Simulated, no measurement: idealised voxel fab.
Documented hereafter: the process module known as voxel tone inversion.
Cross-sectional view cut (width: 295 nm; square cell size: 5 nm).
Just so we're on the same page, the cross-sections are grids of square cells, and they're listed out in bands top to bottom, each band one or more rows deep. For a band, the entry starts with two heights in nm, that of the top and then that of the bottom, and carries on with the band's materials in order from left to right, each alongside its width in nm; the word "everywhere" beside a single material means it fills the band edge to edge, and "air" means empty space. For the purposes of this specification, 0 denotes the height below which the wafer in its as-received condition is composed wholly of one material, and the lowermost band, lacking a lower limit, extends downward without end, as expressed in "top 0, no bottom". The notation "30..40" denotes a width that varies across the rows of cells in the band, beginning at the first number in the top row, finishing at the second number in the bottom row, and changing by an identical amount from each row to the next. "no modification" -> step changed no cross-section cell. The list in "Entrapped voids" covers empty spaces of 8 cells or more that cannot reach the top through any open way, and it gives each as width x height at distance; the distance is from the left edge, and width, height and distance are in nm. On each step's line, the part that comes after the settings is the simulator's own comment on the step. What "overlay nm" on a step's line means: if the step has a mask, that mask lay this far to the right of its planned place, or, when the value is negative, to the left.

# Intended process steps
- 1: op RECEIVE | material Si
- 2: op CONFORMAL_DEP | material SiN | thk nm 5
- 3: op DIRECTIONAL_DEP | material polySi | thk nm 20
- 4: op PATTERN | tone cover | mask id POSTS | material resist | width nm 25 | pitch nm 55 | thk nm 25 | overlay nm 0
- 5: op DIRECTIONAL_ETCH | etch materials polySi | depth nm 20
- 6: op STRIP | etch materials resist
- 7: op FILL_DEP | material lowk | thk nm 5
- 8: op CMP | height nm 25
- 9: op STRIP | etch materials polySi
- 10: op CONFORMAL_DEP | material TiN | thk nm 5
- 11: op FILL_DEP | material Cu | thk nm 10
- 12: op CMP | height nm 25
- 13: op CONFORMAL_DEP | material SiCN | thk nm 5

# First of two wafers, with the run carried out as planned

# Cross-section: wafer on arrival = after step 1
top 0, no bottom | Si everywhere
Entrapped voids: none

# State of the wafer after step 2, shown in cross-section
top 5, bottom 0 | SiN everywhere
Below 0, the layers are the same as they were.

# State of the wafer after step 3, shown in cross-section
top 25, bottom 5 | polySi everywhere
Below 5, the layers are the same as they were.

# State of the wafer after step 4, shown in cross-section
top 50, bottom 25 | air: 80 | resist: 25 | air: 30 | resist: 25 | air: 30 | resist: 25 | air: 80
Below 25, the layers are the same as they were.

# State of the wafer after step 5, shown in cross-section
top 50, bottom 25 | air: 80 | resist: 25 | air: 30 | resist: 25 | air: 30 | resist: 25 | air: 80
top 25, bottom 5 | air: 80 | polySi: 25 | air: 30 | polySi: 25 | air: 30 | polySi: 25 | air: 80
Below 5, the layers are the same as they were.

# State of the wafer after step 6, shown in cross-section
top 25, bottom 5 | air: 80 | polySi: 25 | air: 30 | polySi: 25 | air: 30 | polySi: 25 | air: 80
Below 5, the layers are the same as they were.

# State of the wafer after step 7, shown in cross-section
top 30, bottom 25 | lowk everywhere
top 25, bottom 5 | lowk: 80 | polySi: 25 | lowk: 30 | polySi: 25 | lowk: 30 | polySi: 25 | lowk: 80
Below 5, the layers are the same as they were.

# State of the wafer after step 8, shown in cross-section
top 25, bottom 5 | lowk: 80 | polySi: 25 | lowk: 30 | polySi: 25 | lowk: 30 | polySi: 25 | lowk: 80
Below 5, the layers are the same as they were.

# State of the wafer after step 9, shown in cross-section
top 25, bottom 5 | lowk: 80 | air: 25 | lowk: 30 | air: 25 | lowk: 30 | air: 25 | lowk: 80
Below 5, the layers are the same as they were.

# State of the wafer after step 10, shown in cross-section
top 30, bottom 25 | TiN: 85 | air: 15 | TiN: 40 | air: 15 | TiN: 40 | air: 15 | TiN: 85
top 25, bottom 10 | lowk: 80 | TiN: 5 | air: 15 | TiN: 5 | lowk: 30 | TiN: 5 | air: 15 | TiN: 5 | lowk: 30 | TiN: 5 | air: 15 | TiN: 5 | lowk: 80
top 10, bottom 5 | lowk: 80 | TiN: 25 | lowk: 30 | TiN: 25 | lowk: 30 | TiN: 25 | lowk: 80
Below 5, the layers are the same as they were.

# State of the wafer after step 11, shown in cross-section
top 40, bottom 30 | Cu everywhere
top 30, bottom 25 | TiN: 85 | Cu: 15 | TiN: 40 | Cu: 15 | TiN: 40 | Cu: 15 | TiN: 85
top 25, bottom 10 | lowk: 80 | TiN: 5 | Cu: 15 | TiN: 5 | lowk: 30 | TiN: 5 | Cu: 15 | TiN: 5 | lowk: 30 | TiN: 5 | Cu: 15 | TiN: 5 | lowk: 80
Below 10, the layers are the same as they were.

# State of the wafer after step 12, shown in cross-section
top 25, bottom 10 | lowk: 80 | TiN: 5 | Cu: 15 | TiN: 5 | lowk: 30 | TiN: 5 | Cu: 15 | TiN: 5 | lowk: 30 | TiN: 5 | Cu: 15 | TiN: 5 | lowk: 80
Below 10, the layers are the same as they were.

# State of the wafer after step 13, shown in cross-section
top 30, bottom 25 | SiCN everywhere
Below 25, the layers are the same as they were.

# Okay, second wafer. Nothing different at the start, nothing different in the plan, just one mistake somewhere in the running. As far as step 3, counting that step, it's the first wafer all over again

# Cross-section of the second wafer at the time step 4 of the plan should have ended
top 50, bottom 25 | air: 80 | resist: 30 | air: 25 | resist: 30 | air: 25 | resist: 30 | air: 75
Below 25, the layers are the same as they were.

# Cross-section of the second wafer at the time step 5 of the plan should have ended
top 50, bottom 25 | air: 80 | resist: 30 | air: 25 | resist: 30 | air: 25 | resist: 30 | air: 75
top 25, bottom 5 | air: 80 | polySi: 30 | air: 25 | polySi: 30 | air: 25 | polySi: 30 | air: 75
Below 5, the layers are the same as they were.

# Cross-section of the second wafer at the time step 6 of the plan should have ended
top 25, bottom 5 | air: 80 | polySi: 30 | air: 25 | polySi: 30 | air: 25 | polySi: 30 | air: 75
Below 5, the layers are the same as they were.

# Cross-section of the second wafer at the time step 7 of the plan should have ended
top 30, bottom 25 | lowk everywhere
top 25, bottom 5 | lowk: 80 | polySi: 30 | lowk: 25 | polySi: 30 | lowk: 25 | polySi: 30 | lowk: 75
Below 5, the layers are the same as they were.

# Cross-section of the second wafer at the time step 8 of the plan should have ended
top 25, bottom 5 | lowk: 80 | polySi: 30 | lowk: 25 | polySi: 30 | lowk: 25 | polySi: 30 | lowk: 75
Below 5, the layers are the same as they were.

# Cross-section of the second wafer at the time step 9 of the plan should have ended
top 25, bottom 5 | lowk: 80 | air: 30 | lowk: 25 | air: 30 | lowk: 25 | air: 30 | lowk: 75
Below 5, the layers are the same as they were.

# Cross-section of the second wafer at the time step 10 of the plan should have ended
top 30, bottom 25 | TiN: 85 | air: 20 | TiN: 35 | air: 20 | TiN: 35 | air: 20 | TiN: 80
top 25, bottom 10 | lowk: 80 | TiN: 5 | air: 20 | TiN: 5 | lowk: 25 | TiN: 5 | air: 20 | TiN: 5 | lowk: 25 | TiN: 5 | air: 20 | TiN: 5 | lowk: 75
top 10, bottom 5 | lowk: 80 | TiN: 30 | lowk: 25 | TiN: 30 | lowk: 25 | TiN: 30 | lowk: 75
Below 5, the layers are the same as they were.

# Cross-section of the second wafer at the time step 11 of the plan should have ended
top 40, bottom 30 | Cu everywhere
top 30, bottom 25 | TiN: 85 | Cu: 20 | TiN: 35 | Cu: 20 | TiN: 35 | Cu: 20 | TiN: 80
top 25, bottom 10 | lowk: 80 | TiN: 5 | Cu: 20 | TiN: 5 | lowk: 25 | TiN: 5 | Cu: 20 | TiN: 5 | lowk: 25 | TiN: 5 | Cu: 20 | TiN: 5 | lowk: 75
Below 10, the layers are the same as they were.

# Cross-section of the second wafer at the time step 12 of the plan should have ended
top 25, bottom 10 | lowk: 80 | TiN: 5 | Cu: 20 | TiN: 5 | lowk: 25 | TiN: 5 | Cu: 20 | TiN: 5 | lowk: 25 | TiN: 5 | Cu: 20 | TiN: 5 | lowk: 75
Below 10, the layers are the same as they were.

# Cross-section of the second wafer at the time step 13 of the plan should have ended
top 30, bottom 25 | SiCN everywhere
Below 25, the layers are the same as they were.
Finding, execution versus plan: step 4 did not happen as planned, as run it was op PATTERN | tone cover | mask id POSTS | material resist | width nm 30 | pitch nm 55 | thk nm 25 | overlay nm 0
Final tally in cells, some materials are higher or lower on the second wafer than on the first: Cu +9; TiN +3; lowk -12
